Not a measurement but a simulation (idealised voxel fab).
Process module heading - voxel fin reveal
It is cross-section cut that appears here, measuring 150 nm in width, its square cells being 5 nm in size.
Cross-section layout: square cells on a grid; listed as bands, top to bottom; a band spans one or more cell rows.
Heads up on the band format: heights come first, top then bottom, in nm. After that it's the materials left to right, each with its width in nm. A single material flagged "all across" fills the whole band edge to edge, and "blank" means there's empty space there.
Where do heights start? At 0: under that level the wafer as delivered is made of one material only. And the lowest band has no floor; it just carries on downward, as in "0..down".
The width entry "30->40" should be interpreted row by row: the top row of cells in the band takes the first number, the bottom row takes the second number, and the change between adjacent rows is uniform throughout.
A step reported as "stayed the same" is a step in which no cell of the cross-section changed.
Each empty space that has no open way to the top and spans at least 8 cells appears under "Enclosed internal voids" as width x height at distance, the distance counted from the left edge, all in nm.
Formally, on a step line, whatever follows the settings is a remark that the simulator itself makes on the step.
overlay nm: for a step with a mask, the amount by which the mask lay right of where it was planned; a negative amount means left of it.

Process steps foreseen in the plan:
1) op RECEIVE | material Si
2) op CONFORMAL_DEP | material SiN | thk nm 10
3) op DIRECTIONAL_DEP | material aC | thk nm 15
4) op PATTERN | tone cover | mask id FINS | material resist | width nm 15 | pitch nm 40 | thk nm 30 | overlay nm 0
5) op DIRECTIONAL_ETCH | etch materials aC | depth nm 15
6) op STRIP | etch materials resist
7) op DIRECTIONAL_ETCH | etch materials SiN | depth nm 10
8) op DIRECTIONAL_ETCH | etch materials Si | depth nm 40
9) op STRIP | etch materials aC
10) op OXIDIZE | depth nm 5
11) op FILL_DEP | material SiO2 | thk nm 15
12) op CMP | height nm 10
13) op SELECTIVE_ETCH | etch materials SiO2 | depth nm 35
14) op STRIP | etch materials SiN

Here's what the wafer looked like in cross-section when it arrived - that's after step 1:
0..down = Si all across
Enclosed internal voids: none

Looking at the first of two wafers in cross-section at end of module - ran to plan:
0..-25 = 30 blank  5 Si  35 blank  5 Si  35 blank  5 Si  35 blank
-25..-45 = 30 SiO2  5 Si  35 SiO2  5 Si  35 SiO2  5 Si  35 SiO2
-45..down = Si all across
Enclosed internal voids: none

Same start, same plan as the first wafer - but one mistake in the run. Cross-section of the second of the two at the end of the module:
10..0 = 25 blank  15 SiN  25 blank  15 SiN  25 blank  15 SiN  30 blank
0..-45 = 30 blank  5 Si  35 blank  5 Si  35 blank  5 Si  35 blank
-45..down = Si all across
Enclosed internal voids: none
Want to know what went wrong? step 14 did not happen as planned, as run it was op STRIP | etch materials SiO2
At the finish, the second wafer shows more or fewer cells for some materials than the first does: SiN: 18 more | SiO2: 108 fewer
